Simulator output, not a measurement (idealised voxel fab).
This section sets out a process module, namely voxel transistor to metal.
Cross-section cut spans 265 nm and uses square cells 5 nm in size.
This document writes a cross-section as a grid whose cells are square, and gives it as bands, listed from the top down; one or more rows of cells form a band.
Top, bottom (nm), then materials left to right with widths (nm); lone material tagged "all across" fills the whole band edge to edge; "empty" = empty space.
The reference from which all heights are counted is 0, the level beneath which the as-received wafer is entirely one material; the lowest band, having no lower bound, proceeds downward and is written after the example "0..down".
Width "30..40": first value at the band's top row of cells, second value at its bottom row, equal change from row to row.
Key: "no alteration" - step with no changed cell in the cross-section.
For the entry "Enclosed void catalog", the listed items are empty spaces with no open way to the top whose size is 8 cells or more; each item follows the pattern width x height at distance, where distance is from the left edge and all three are in nm.
Anything after a step's settings on that line? It's the simulator's own note about the step.
A step line may carry the setting "overlay nm", which, for steps involving a mask, states the distance by which the mask lay to the right of its intended position; negative values denote displacement to the left.
**Process steps (planned)**
1) RECEIVE (material Si)
2) OXIDIZE (depth nm 5)
3) CONFORMAL_DEP (material SiN; thk nm 15)
4) PATTERN (tone cover; mask id ACTIVE; material resist; width nm 105; pitch nm 130; thk nm 20; overlay nm 0)
5) DIRECTIONAL_ETCH (etch materials SiN; depth nm 15)
6) DIRECTIONAL_ETCH (etch materials SiO2; depth nm 5)
7) DIRECTIONAL_ETCH (etch materials Si; depth nm 25)
8) STRIP (etch materials resist)
9) OXIDIZE (depth nm 5)
10) FILL_DEP (material SiO2; thk nm 15)
11) CMP (height nm 15)
12) SELECTIVE_ETCH (etch materials SiO2; depth nm 10)
13) STRIP (etch materials SiN)
14) SELECTIVE_ETCH (etch materials SiO2; depth nm 5)
15) OXIDIZE (depth nm 5)
16) DIRECTIONAL_DEP (material polySi; thk nm 25)
17) DIRECTIONAL_DEP (material SiCN; thk nm 10)
18) MASKED_ETCH (tone cover; mask id GATE; width nm 25; pitch nm 130; etch materials SiCN; depth nm 20; overlay nm 0)
19) MASKED_ETCH (tone cover; mask id GATE; width nm 25; pitch nm 130; etch materials polySi; depth nm 35; overlay nm 0)
20) CONFORMAL_DEP (material SiN; thk nm 5)
21) DIRECTIONAL_ETCH (etch materials SiN; depth nm 5)
22) DIRECTIONAL_ETCH (etch materials SiO2; depth nm 5)
23) EPI (material nSi; thk nm 5)
24) FILL_DEP (material SiO2; thk nm 5)
25) CMP (height nm 30)
26) DIRECTIONAL_DEP (material SiO2; thk nm 10)
27) MASKED_ETCH (tone open; mask id CONTACT; width nm 15; etch materials SiO2; depth nm 45; overlay nm 0)
28) CONFORMAL_DEP (material TiN; thk nm 5)
29) FILL_DEP (material Ru; thk nm 10)
30) CMP (height nm 40)
31) CONFORMAL_DEP (material SiN; thk nm 5)
32) DIRECTIONAL_DEP (material SiO2; thk nm 25)
33) MASKED_ETCH (tone open; mask id METAL_1; width nm 15; etch materials SiO2; depth nm 25; overlay nm 0)
34) MASKED_ETCH (tone open; mask id METAL_1; width nm 15; etch materials SiN; depth nm 5; overlay nm 0)
35) CONFORMAL_DEP (material TiN; thk nm 5)
36) FILL_DEP (material Ru; thk nm 10)
37) CMP (height nm 70)
38) EPI (material Ru; thk nm 5)
39) FILL_DEP (material SiCN; thk nm 5)
**As-received wafer cross-section (after step 1)**
    0..down  Si all across
    Enclosed void catalog: none
**The cross-section shown corresponds to the wafer at the conclusion of the module. The initial structure and the process plan are those presented above; however, one mistake occurred in executing the plan**
    80..75  SiCN all across
    75..70  SiCN=20, Ru=25, SiCN=45, Ru=25, SiCN=35, Ru=25, SiCN=45, Ru=25, SiCN=20
    70..60  SiO2=25, TiN=5, Ru=5, TiN=5, SiO2=55, TiN=5, Ru=5, TiN=5, SiO2=45, TiN=5, Ru=5, TiN=5, SiO2=55, TiN=5, Ru=5, TiN=5, SiO2=25
    60..55  SiN=25, TiN=15, SiN=55, TiN=15, SiN=45, TiN=15, SiN=55, TiN=15, SiN=25
    55..45  Ru all across
    45..40  TiN=30, Ru=5, TiN=65, Ru=5, TiN=55, Ru=5, TiN=65, Ru=5, TiN=30
    40..30  SiO2=25, TiN=5, Ru=5, TiN=5, SiO2=55, TiN=5, Ru=5, TiN=5, SiO2=45, TiN=5, Ru=5, TiN=5, SiO2=55, TiN=5, Ru=5, TiN=5, SiO2=25
    30..20  SiO2=25, TiN=5, Ru=5, TiN=5, SiO2=10, SiN=5, SiCN=25, SiN=5, SiO2=10, TiN=5, Ru=5, TiN=5, SiO2=45, TiN=5, Ru=5, TiN=5, SiO2=10, SiN=5, SiCN=25, SiN=5, SiO2=10, TiN=5, Ru=5, TiN=5, SiO2=25
    20..0  SiO2=25, TiN=5, Ru=5, TiN=5, SiO2=10, SiN=5, polySi=25, SiN=5, SiO2=10, TiN=5, Ru=5, TiN=5, SiO2=45, TiN=5, Ru=5, TiN=5, SiO2=10, SiN=5, polySi=25, SiN=5, SiO2=10, TiN=5, Ru=5, TiN=5, SiO2=25
    0..-5  SiO2=10, SiN=5, SiO2=10, TiN=15, SiO2=10, SiN=5, polySi=25, SiN=5, SiO2=10, TiN=15, SiO2=10, SiN=5, SiO2=15, SiN=5, SiO2=10, TiN=15, SiO2=10, SiN=5, polySi=25, SiN=5, SiO2=10, TiN=15, SiO2=10, SiN=5, SiO2=10
    -5..-10  SiO2=15, nSi=35, SiO2=35, nSi=35, SiO2=25, nSi=35, SiO2=35, nSi=35, SiO2=15
    -10..-35  SiO2=20, Si=95, SiO2=35, Si=95, SiO2=20
    -35..down  Si all across
    Enclosed void catalog: none
Against the plan, the run slipped here: step 30 from the plan never happened, it was just skipped
